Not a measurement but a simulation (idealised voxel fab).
process module | voxel transistor to metal
cross-section cut | 295 nm wide | cells 5 nm
A cross-section is a grid of square cells, given in bands from the top down. A band is one or more rows of cells.
Each band's line starts with the height of the band's top and of its bottom, in nm. Then come its materials from left to right, each with its width in nm. One material with "throughout" fills the band from edge to edge. "air" is empty space.
Height 0 is the level under which the wafer as received is all one material. The lowest band goes on downwards, as in "0 down".
A width such as "30 to 40" changes by the same amount from each row of cells to the next, from the band's top row to its bottom row.
"no change" after a step means that no cell of the cross-section changed.
closed voids: empty space of 8 cells or more with no open way to the top, each as width x height at its distance from the left edge, in nm
after a step's settings: what the simulator itself notes on the step
overlay nm, on a step with a mask: how far to the right of its planned place the mask lay; to the left if negative
plan
1 op RECEIVE | material Si
2 op OXIDIZE | depth nm 5
3 op CONFORMAL_DEP | material SiN | thk nm 10
4 op MASKED_ETCH | tone cover | mask id ACTIVE | width nm 90 | pitch nm 110 | etch materials SiN | depth nm 10 | overlay nm 0
5 op MASKED_ETCH | tone cover | mask id ACTIVE | width nm 90 | pitch nm 110 | etch materials SiO2 | depth nm 5 | overlay nm 0
6 op MASKED_ETCH | tone cover | mask id ACTIVE | width nm 90 | pitch nm 110 | etch materials Si | depth nm 25 | overlay nm 0
7 op FILL_DEP | material SiO2 | thk nm 15
8 op CMP | height nm 10
9 op SELECTIVE_ETCH | etch materials SiO2 | depth nm 10
10 op STRIP | etch materials SiN
11 op SELECTIVE_ETCH | etch materials SiO2 | depth nm 5
12 op OXIDIZE | depth nm 5
13 op DIRECTIONAL_DEP | material polySi | thk nm 25
14 op DIRECTIONAL_DEP | material SiCN | thk nm 10
15 op MASKED_ETCH | tone cover | mask id GATE | width nm 20 | pitch nm 110 | etch materials SiCN | depth nm 20 | overlay nm 0
16 op MASKED_ETCH | tone cover | mask id GATE | width nm 20 | pitch nm 110 | etch materials polySi | depth nm 35 | overlay nm 0
17 op CONFORMAL_DEP | material SiO2 | thk nm 5
18 op DIRECTIONAL_ETCH | etch materials SiO2 | depth nm 5
19 op CONFORMAL_DEP | material SiN | thk nm 10
20 op DIRECTIONAL_ETCH | etch materials SiN | depth nm 10
21 op DIRECTIONAL_ETCH | etch materials SiO2 | depth nm 5
22 op DIRECTIONAL_ETCH | etch materials Si | depth nm 5
23 op EPI | material SiGe | thk nm 10
24 op FILL_DEP | material SiO2 | thk nm 5
25 op CMP | height nm 30
26 op DIRECTIONAL_DEP | material SiO2 | thk nm 10
27 op PATTERN | tone open | mask id CONTACT | material resist | width nm 15 | thk nm 20 | overlay nm 0
28 op DIRECTIONAL_ETCH | etch materials SiO2 | depth nm 45
29 op STRIP | etch materials resist
30 op CONFORMAL_DEP | material TiN | thk nm 5
31 op FILL_DEP | material W | thk nm 5
32 op CMP | height nm 40
33 op DIRECTIONAL_DEP | material TiN | thk nm 5
34 op DIRECTIONAL_DEP | material Ru | thk nm 25
35 op MASKED_ETCH | tone cover | mask id METAL_1 | width nm 15 | etch materials Ru | depth nm 25 | overlay nm 0
36 op MASKED_ETCH | tone cover | mask id METAL_1 | width nm 15 | etch materials TiN | depth nm 5 | overlay nm 0
37 op FILL_DEP | material SiO2 | thk nm 5
38 op CMP | height nm 70
39 op CONFORMAL_DEP | material SiCN | thk nm 5
40 op DIRECTIONAL_DEP | material SiO2 | thk nm 30
41 op DIRECTIONAL_DEP | material aC | thk nm 10
42 op PATTERN | tone open | mask id METAL_2 | material resist | width nm 15 | pitch nm 110 | thk nm 25 | overlay nm 0
43 op DIRECTIONAL_ETCH | etch materials aC | depth nm 10
44 op STRIP | etch materials resist
45 op DIRECTIONAL_ETCH | etch materials SiO2 | depth nm 15
46 op STRIP | etch materials aC
47 op MASKED_ETCH | tone open | mask id METAL_2_HOLES | width nm 15 | pitch nm 110 | etch materials SiO2 | depth nm 15 | overlay nm 0
48 op MASKED_ETCH | tone open | mask id METAL_2_HOLES | width nm 15 | pitch nm 110 | etch materials SiCN | depth nm 5 | overlay nm 0
49 op CONFORMAL_DEP | material TiN | thk nm 5
50 op FILL_DEP | material Ru | thk nm 10
51 op CMP | height nm 105
52 op CONFORMAL_DEP | material SiN | thk nm 5
first wafer, as planned
as received, after step 1
  0 down: Si throughout
  closed voids: none
after step 2
  0 to -5: SiO2 throughout
  below -5: unchanged
after step 3
  10 to 0: SiN throughout
  below 0: unchanged
after step 4
  10 to 0: air 45 | SiN 90 | air 20 | SiN 90 | air 50
  below 0: unchanged
after step 5
  10 to 0: air 45 | SiN 90 | air 20 | SiN 90 | air 50
  0 to -5: air 45 | SiO2 90 | air 20 | SiO2 90 | air 50
  below -5: unchanged
after step 6
  10 to 0: air 45 | SiN 90 | air 20 | SiN 90 | air 50
  0 to -5: air 45 | SiO2 90 | air 20 | SiO2 90 | air 50
  -5 to -30: air 45 | Si 90 | air 20 | Si 90 | air 50
  below -30: unchanged
after step 7
  25 to 10: SiO2 throughout
  10 to 0: SiO2 45 | SiN 90 | SiO2 20 | SiN 90 | SiO2 50
  0 to -5: SiO2 throughout
  -5 to -30: SiO2 45 | Si 90 | SiO2 20 | Si 90 | SiO2 50
  below -30: unchanged
after step 8
  10 to 0: SiO2 45 | SiN 90 | SiO2 20 | SiN 90 | SiO2 50
  below 0: unchanged
after step 9
  10 to 0: air 45 | SiN 90 | air 20 | SiN 90 | air 50
  below 0: unchanged
after step 10
  0 to -5: SiO2 throughout
  below -5: unchanged
after step 11
  -5 to -30: SiO2 45 | Si 90 | SiO2 20 | Si 90 | SiO2 50
  below -30: unchanged
after step 12
  -5 to -10: SiO2 throughout
  below -10: unchanged
after step 13
  20 to -5: polySi throughout
  below -5: unchanged
after step 14
  30 to 20: SiCN throughout
  below 20: unchanged
after step 15
  30 to 20: air 80 | SiCN 20 | air 90 | SiCN 20 | air 85
  below 20: unchanged
after step 16
  30 to 20: air 80 | SiCN 20 | air 90 | SiCN 20 | air 85
  20 to -5: air 80 | polySi 20 | air 90 | polySi 20 | air 85
  below -5: unchanged
after step 17
  35 to 30: air 75 | SiO2 30 | air 80 | SiO2 30 | air 80
  30 to 20: air 75 | SiO2 5 | SiCN 20 | SiO2 5 | air 80 | SiO2 5 | SiCN 20 | SiO2 5 | air 80
  20 to 0: air 75 | SiO2 5 | polySi 20 | SiO2 5 | air 80 | SiO2 5 | polySi 20 | SiO2 5 | air 80
  0 to -5: SiO2 80 | polySi 20 | SiO2 90 | polySi 20 | SiO2 85
  below -5: unchanged
after step 18
  30 to 20: air 75 | SiO2 5 | SiCN 20 | SiO2 5 | air 80 | SiO2 5 | SiCN 20 | SiO2 5 | air 80
  20 to -5: air 75 | SiO2 5 | polySi 20 | SiO2 5 | air 80 | SiO2 5 | polySi 20 | SiO2 5 | air 80
  below -5: unchanged
after step 19
  40 to 30: air 65 | SiN 50 | air 60 | SiN 50 | air 70
  30 to 20: air 65 | SiN 10 | SiO2 5 | SiCN 20 | SiO2 5 | SiN 10 | air 60 | SiN 10 | SiO2 5 | SiCN 20 | SiO2 5 | SiN 10 | air 70
  20 to 5: air 65 | SiN 10 | SiO2 5 | polySi 20 | SiO2 5 | SiN 10 | air 60 | SiN 10 | SiO2 5 | polySi 20 | SiO2 5 | SiN 10 | air 70
  5 to -5: SiN 75 | SiO2 5 | polySi 20 | SiO2 5 | SiN 80 | SiO2 5 | polySi 20 | SiO2 5 | SiN 80
  below -5: unchanged
after step 20
  30 to 20: air 65 | SiN 10 | SiO2 5 | SiCN 20 | SiO2 5 | SiN 10 | air 60 | SiN 10 | SiO2 5 | SiCN 20 | SiO2 5 | SiN 10 | air 70
  20 to -5: air 65 | SiN 10 | SiO2 5 | polySi 20 | SiO2 5 | SiN 10 | air 60 | SiN 10 | SiO2 5 | polySi 20 | SiO2 5 | SiN 10 | air 70
  below -5: unchanged
after step 21
  30 to 25: air 65 | SiN 10 | air 5 | SiCN 20 | air 5 | SiN 10 | air 60 | SiN 10 | air 5 | SiCN 20 | air 5 | SiN 10 | air 70
  25 to 20: air 65 | SiN 10 | SiO2 5 | SiCN 20 | SiO2 5 | SiN 10 | air 60 | SiN 10 | SiO2 5 | SiCN 20 | SiO2 5 | SiN 10 | air 70
  20 to -5: air 65 | SiN 10 | SiO2 5 | polySi 20 | SiO2 5 | SiN 10 | air 60 | SiN 10 | SiO2 5 | polySi 20 | SiO2 5 | SiN 10 | air 70
  -5 to -10: air 65 | SiO2 50 | air 60 | SiO2 50 | air 70
  below -10: unchanged
after step 22
  30 to 25: air 65 | SiN 10 | air 5 | SiCN 20 | air 5 | SiN 10 | air 60 | SiN 10 | air 5 | SiCN 20 | air 5 | SiN 10 | air 70
  25 to 20: air 65 | SiN 10 | SiO2 5 | SiCN 20 | SiO2 5 | SiN 10 | air 60 | SiN 10 | SiO2 5 | SiCN 20 | SiO2 5 | SiN 10 | air 70
  20 to -5: air 65 | SiN 10 | SiO2 5 | polySi 20 | SiO2 5 | SiN 10 | air 60 | SiN 10 | SiO2 5 | polySi 20 | SiO2 5 | SiN 10 | air 70
  -5 to -10: air 65 | SiO2 50 | air 60 | SiO2 50 | air 70
  -10 to -15: SiO2 45 | air 20 | Si 50 | air 20 | SiO2 20 | air 20 | Si 50 | air 20 | SiO2 50
  below -15: unchanged
after step 23
  30 to 25: air 65 | SiN 10 | air 5 | SiCN 20 | air 5 | SiN 10 | air 60 | SiN 10 | air 5 | SiCN 20 | air 5 | SiN 10 | air 70
  25 to 20: air 65 | SiN 10 | SiO2 5 | SiCN 20 | SiO2 5 | SiN 10 | air 60 | SiN 10 | SiO2 5 | SiCN 20 | SiO2 5 | SiN 10 | air 70
  20 to 0: air 65 | SiN 10 | SiO2 5 | polySi 20 | SiO2 5 | SiN 10 | air 60 | SiN 10 | SiO2 5 | polySi 20 | SiO2 5 | SiN 10 | air 70
  0 to -5: air 55 | SiGe 10 | SiN 10 | SiO2 5 | polySi 20 | SiO2 5 | SiN 10 | SiGe 10 | air 40 | SiGe 10 | SiN 10 | SiO2 5 | polySi 20 | SiO2 5 | SiN 10 | SiGe 10 | air 60
  -5 to -10: air 40 | SiGe 25 | SiO2 50 | SiGe 25 | air 10 | SiGe 25 | SiO2 50 | SiGe 25 | air 45
  -10 to -15: SiO2 45 | SiGe 20 | Si 50 | SiGe 20 | SiO2 20 | SiGe 20 | Si 50 | SiGe 20 | SiO2 50
  below -15: unchanged
after step 24
  35 to 30: SiO2 throughout
  30 to 20: SiO2 65 | SiN 10 | SiO2 5 | SiCN 20 | SiO2 5 | SiN 10 | SiO2 60 | SiN 10 | SiO2 5 | SiCN 20 | SiO2 5 | SiN 10 | SiO2 70
  20 to 0: SiO2 65 | SiN 10 | SiO2 5 | polySi 20 | SiO2 5 | SiN 10 | SiO2 60 | SiN 10 | SiO2 5 | polySi 20 | SiO2 5 | SiN 10 | SiO2 70
  0 to -5: SiO2 55 | SiGe 10 | SiN 10 | SiO2 5 | polySi 20 | SiO2 5 | SiN 10 | SiGe 10 | SiO2 40 | SiGe 10 | SiN 10 | SiO2 5 | polySi 20 | SiO2 5 | SiN 10 | SiGe 10 | SiO2 60
  -5 to -10: SiO2 40 | SiGe 25 | SiO2 50 | SiGe 25 | SiO2 10 | SiGe 25 | SiO2 50 | SiGe 25 | SiO2 45
  below -10: unchanged
after step 25
  30 to 20: SiO2 65 | SiN 10 | SiO2 5 | SiCN 20 | SiO2 5 | SiN 10 | SiO2 60 | SiN 10 | SiO2 5 | SiCN 20 | SiO2 5 | SiN 10 | SiO2 70
  below 20: unchanged
after step 26
  40 to 30: SiO2 throughout
  below 30: unchanged
after step 27
  60 to 40: resist 50 | air 15 | resist 50 | air 15 | resist 30 | air 15 | resist 50 | air 15 | resist 55
  below 40: unchanged
after step 28
  60 to 40: resist 50 | air 15 | resist 50 | air 15 | resist 30 | air 15 | resist 50 | air 15 | resist 55
  40 to 30: SiO2 50 | air 15 | SiO2 50 | air 15 | SiO2 30 | air 15 | SiO2 50 | air 15 | SiO2 55
  30 to 20: SiO2 50 | air 15 | SiN 10 | SiO2 5 | SiCN 20 | SiO2 5 | SiN 10 | air 15 | SiO2 30 | air 15 | SiN 10 | SiO2 5 | SiCN 20 | SiO2 5 | SiN 10 | air 15 | SiO2 55
  20 to 0: SiO2 50 | air 15 | SiN 10 | SiO2 5 | polySi 20 | SiO2 5 | SiN 10 | air 15 | SiO2 30 | air 15 | SiN 10 | SiO2 5 | polySi 20 | SiO2 5 | SiN 10 | air 15 | SiO2 55
  0 to -5: SiO2 50 | air 5 | SiGe 10 | SiN 10 | SiO2 5 | polySi 20 | SiO2 5 | SiN 10 | SiGe 10 | air 5 | SiO2 30 | air 5 | SiGe 10 | SiN 10 | SiO2 5 | polySi 20 | SiO2 5 | SiN 10 | SiGe 10 | air 5 | SiO2 55
  below -5: unchanged
after step 29
  40 to 30: SiO2 50 | air 15 | SiO2 50 | air 15 | SiO2 30 | air 15 | SiO2 50 | air 15 | SiO2 55
  below 30: unchanged
after step 30
  45 to 40: TiN 55 | air 5 | TiN 60 | air 5 | TiN 40 | air 5 | TiN 60 | air 5 | TiN 60
  40 to 30: SiO2 50 | TiN 5 | air 5 | TiN 5 | SiO2 50 | TiN 5 | air 5 | TiN 5 | SiO2 30 | TiN 5 | air 5 | TiN 5 | SiO2 50 | TiN 5 | air 5 | TiN 5 | SiO2 55
  30 to 20: SiO2 50 | TiN 5 | air 5 | TiN 5 | SiN 10 | SiO2 5 | SiCN 20 | SiO2 5 | SiN 10 | TiN 5 | air 5 | TiN 5 | SiO2 30 | TiN 5 | air 5 | TiN 5 | SiN 10 | SiO2 5 | SiCN 20 | SiO2 5 | SiN 10 | TiN 5 | air 5 | TiN 5 | SiO2 55
  20 to 5: SiO2 50 | TiN 5 | air 5 | TiN 5 | SiN 10 | SiO2 5 | polySi 20 | SiO2 5 | SiN 10 | TiN 5 | air 5 | TiN 5 | SiO2 30 | TiN 5 | air 5 | TiN 5 | SiN 10 | SiO2 5 | polySi 20 | SiO2 5 | SiN 10 | TiN 5 | air 5 | TiN 5 | SiO2 55
  5 to 0: SiO2 50 | TiN 15 | SiN 10 | SiO2 5 | polySi 20 | SiO2 5 | SiN 10 | TiN 15 | SiO2 30 | TiN 15 | SiN 10 | SiO2 5 | polySi 20 | SiO2 5 | SiN 10 | TiN 15 | SiO2 55
  0 to -5: SiO2 50 | TiN 5 | SiGe 10 | SiN 10 | SiO2 5 | polySi 20 | SiO2 5 | SiN 10 | SiGe 10 | TiN 5 | SiO2 30 | TiN 5 | SiGe 10 | SiN 10 | SiO2 5 | polySi 20 | SiO2 5 | SiN 10 | SiGe 10 | TiN 5 | SiO2 55
  below -5: unchanged
after step 31
  50 to 45: W throughout
  45 to 40: TiN 55 | W 5 | TiN 60 | W 5 | TiN 40 | W 5 | TiN 60 | W 5 | TiN 60
  40 to 30: SiO2 50 | TiN 5 | W 5 | TiN 5 | SiO2 50 | TiN 5 | W 5 | TiN 5 | SiO2 30 | TiN 5 | W 5 | TiN 5 | SiO2 50 | TiN 5 | W 5 | TiN 5 | SiO2 55
  30 to 20: SiO2 50 | TiN 5 | W 5 | TiN 5 | SiN 10 | SiO2 5 | SiCN 20 | SiO2 5 | SiN 10 | TiN 5 | W 5 | TiN 5 | SiO2 30 | TiN 5 | W 5 | TiN 5 | SiN 10 | SiO2 5 | SiCN 20 | SiO2 5 | SiN 10 | TiN 5 | W 5 | TiN 5 | SiO2 55
  20 to 5: SiO2 50 | TiN 5 | W 5 | TiN 5 | SiN 10 | SiO2 5 | polySi 20 | SiO2 5 | SiN 10 | TiN 5 | W 5 | TiN 5 | SiO2 30 | TiN 5 | W 5 | TiN 5 | SiN 10 | SiO2 5 | polySi 20 | SiO2 5 | SiN 10 | TiN 5 | W 5 | TiN 5 | SiO2 55
  below 5: unchanged
after step 32
  40 to 30: SiO2 50 | TiN 5 | W 5 | TiN 5 | SiO2 50 | TiN 5 | W 5 | TiN 5 | SiO2 30 | TiN 5 | W 5 | TiN 5 | SiO2 50 | TiN 5 | W 5 | TiN 5 | SiO2 55
  below 30: unchanged
after step 33
  45 to 40: TiN throughout
  below 40: unchanged
after step 34
  70 to 45: Ru throughout
  below 45: unchanged
after step 35
  70 to 45: air 50 | Ru 15 | air 50 | Ru 15 | air 30 | Ru 15 | air 50 | Ru 15 | air 55
  below 45: unchanged
after step 36
  70 to 45: air 50 | Ru 15 | air 50 | Ru 15 | air 30 | Ru 15 | air 50 | Ru 15 | air 55
  45 to 40: air 50 | TiN 15 | air 50 | TiN 15 | air 30 | TiN 15 | air 50 | TiN 15 | air 55
  below 40: unchanged
after step 37
  75 to 70: SiO2 throughout
  70 to 45: SiO2 50 | Ru 15 | SiO2 50 | Ru 15 | SiO2 30 | Ru 15 | SiO2 50 | Ru 15 | SiO2 55
  45 to 40: SiO2 50 | TiN 15 | SiO2 50 | TiN 15 | SiO2 30 | TiN 15 | SiO2 50 | TiN 15 | SiO2 55
  below 40: unchanged
after step 38
  70 to 45: SiO2 50 | Ru 15 | SiO2 50 | Ru 15 | SiO2 30 | Ru 15 | SiO2 50 | Ru 15 | SiO2 55
  below 45: unchanged
after step 39
  75 to 70: SiCN throughout
  below 70: unchanged
after step 40
  105 to 75: SiO2 throughout
  below 75: unchanged
after step 41
  115 to 105: aC throughout
  below 105: unchanged
after step 42
  140 to 115: resist 50 | air 15 | resist 95 | air 15 | resist 120
  below 115: unchanged
after step 43
  130 to 115: resist 50 | air 15 | resist 95 | air 15 | resist 120
  115 to 105: aC 50 | air 15 | aC 95 | air 15 | aC 120
  below 105: unchanged
after step 44
  115 to 105: aC 50 | air 15 | aC 95 | air 15 | aC 120
  below 105: unchanged
after step 45
  115 to 105: aC 50 | air 15 | aC 95 | air 15 | aC 120
  105 to 90: SiO2 50 | air 15 | SiO2 95 | air 15 | SiO2 120
  below 90: unchanged
after step 46
  105 to 90: SiO2 50 | air 15 | SiO2 95 | air 15 | SiO2 120
  below 90: unchanged
after step 47
  105 to 75: SiO2 50 | air 15 | SiO2 95 | air 15 | SiO2 120
  below 75: unchanged
after step 48
  105 to 75: SiO2 50 | air 15 | SiO2 95 | air 15 | SiO2 120
  75 to 70: SiCN 50 | air 15 | SiCN 95 | air 15 | SiCN 120
  below 70: unchanged
after step 49
  110 to 105: TiN 55 | air 5 | TiN 105 | air 5 | TiN 125
  105 to 75: SiO2 50 | TiN 5 | air 5 | TiN 5 | SiO2 95 | TiN 5 | air 5 | TiN 5 | SiO2 120
  75 to 70: SiCN 50 | TiN 15 | SiCN 95 | TiN 15 | SiCN 120
  below 70: unchanged
after step 50
  120 to 110: Ru throughout
  110 to 105: TiN 55 | Ru 5 | TiN 105 | Ru 5 | TiN 125
  105 to 75: SiO2 50 | TiN 5 | Ru 5 | TiN 5 | SiO2 95 | TiN 5 | Ru 5 | TiN 5 | SiO2 120
  below 75: unchanged
after step 51
  105 to 75: SiO2 50 | TiN 5 | Ru 5 | TiN 5 | SiO2 95 | TiN 5 | Ru 5 | TiN 5 | SiO2 120
  below 75: unchanged
after step 52
  110 to 105: SiN throughout
  below 105: unchanged
second wafer: like start, like plan, one mistake. Through step 34 it matches the first wafer
when step 35 should have ended
  70 to 45: air 45 | Ru 25 | air 40 | Ru 25 | air 20 | Ru 25 | air 40 | Ru 25 | air 50
  below 45: unchanged
when step 36 should have ended
  70 to 45: air 45 | Ru 25 | air 40 | Ru 25 | air 20 | Ru 25 | air 40 | Ru 25 | air 50
  45 to 40: air 45 | TiN 25 | air 40 | TiN 25 | air 20 | TiN 25 | air 40 | TiN 25 | air 50
  below 40: unchanged
when step 37 should have ended
  75 to 70: SiO2 throughout
  70 to 45: SiO2 45 | Ru 25 | SiO2 40 | Ru 25 | SiO2 20 | Ru 25 | SiO2 40 | Ru 25 | SiO2 50
  45 to 40: SiO2 45 | TiN 25 | SiO2 40 | TiN 25 | SiO2 20 | TiN 25 | SiO2 40 | TiN 25 | SiO2 50
  below 40: unchanged
when step 38 should have ended
  70 to 45: SiO2 45 | Ru 25 | SiO2 40 | Ru 25 | SiO2 20 | Ru 25 | SiO2 40 | Ru 25 | SiO2 50
  below 45: unchanged
when step 39 should have ended
  75 to 70: SiCN throughout
  below 70: unchanged
when step 40 should have ended
  105 to 75: SiO2 throughout
  below 75: unchanged
when step 41 should have ended
  115 to 105: aC throughout
  below 105: unchanged
when step 42 should have ended
  140 to 115: resist 50 | air 15 | resist 95 | air 15 | resist 120
  below 115: unchanged
when step 43 should have ended
  130 to 115: resist 50 | air 15 | resist 95 | air 15 | resist 120
  115 to 105: aC 50 | air 15 | aC 95 | air 15 | aC 120
  below 105: unchanged
when step 44 should have ended
  115 to 105: aC 50 | air 15 | aC 95 | air 15 | aC 120
  below 105: unchanged
when step 45 should have ended
  115 to 105: aC 50 | air 15 | aC 95 | air 15 | aC 120
  105 to 90: SiO2 50 | air 15 | SiO2 95 | air 15 | SiO2 120
  below 90: unchanged
when step 46 should have ended
  105 to 90: SiO2 50 | air 15 | SiO2 95 | air 15 | SiO2 120
  below 90: unchanged
when step 47 should have ended
  105 to 75: SiO2 50 | air 15 | SiO2 95 | air 15 | SiO2 120
  below 75: unchanged
when step 48 should have ended
  105 to 75: SiO2 50 | air 15 | SiO2 95 | air 15 | SiO2 120
  75 to 70: SiCN 50 | air 15 | SiCN 95 | air 15 | SiCN 120
  below 70: unchanged
when step 49 should have ended
  110 to 105: TiN 55 | air 5 | TiN 105 | air 5 | TiN 125
  105 to 75: SiO2 50 | TiN 5 | air 5 | TiN 5 | SiO2 95 | TiN 5 | air 5 | TiN 5 | SiO2 120
  75 to 70: SiCN 50 | TiN 15 | SiCN 95 | TiN 15 | SiCN 120
  below 70: unchanged
when step 50 should have ended
  120 to 110: Ru throughout
  110 to 105: TiN 55 | Ru 5 | TiN 105 | Ru 5 | TiN 125
  105 to 75: SiO2 50 | TiN 5 | Ru 5 | TiN 5 | SiO2 95 | TiN 5 | Ru 5 | TiN 5 | SiO2 120
  below 75: unchanged
when step 51 should have ended
  105 to 75: SiO2 50 | TiN 5 | Ru 5 | TiN 5 | SiO2 95 | TiN 5 | Ru 5 | TiN 5 | SiO2 120
  below 75: unchanged
when step 52 should have ended
  110 to 105: SiN throughout
  below 105: unchanged
what went wrong: step 35 ran as: op MASKED_ETCH | tone cover | mask id METAL_1 | width nm 25 | etch materials Ru | depth nm 25 | overlay nm 0
at the end the second wafer has, in cells: 40 more of Ru | 48 fewer of SiO2 | 8 more of TiN
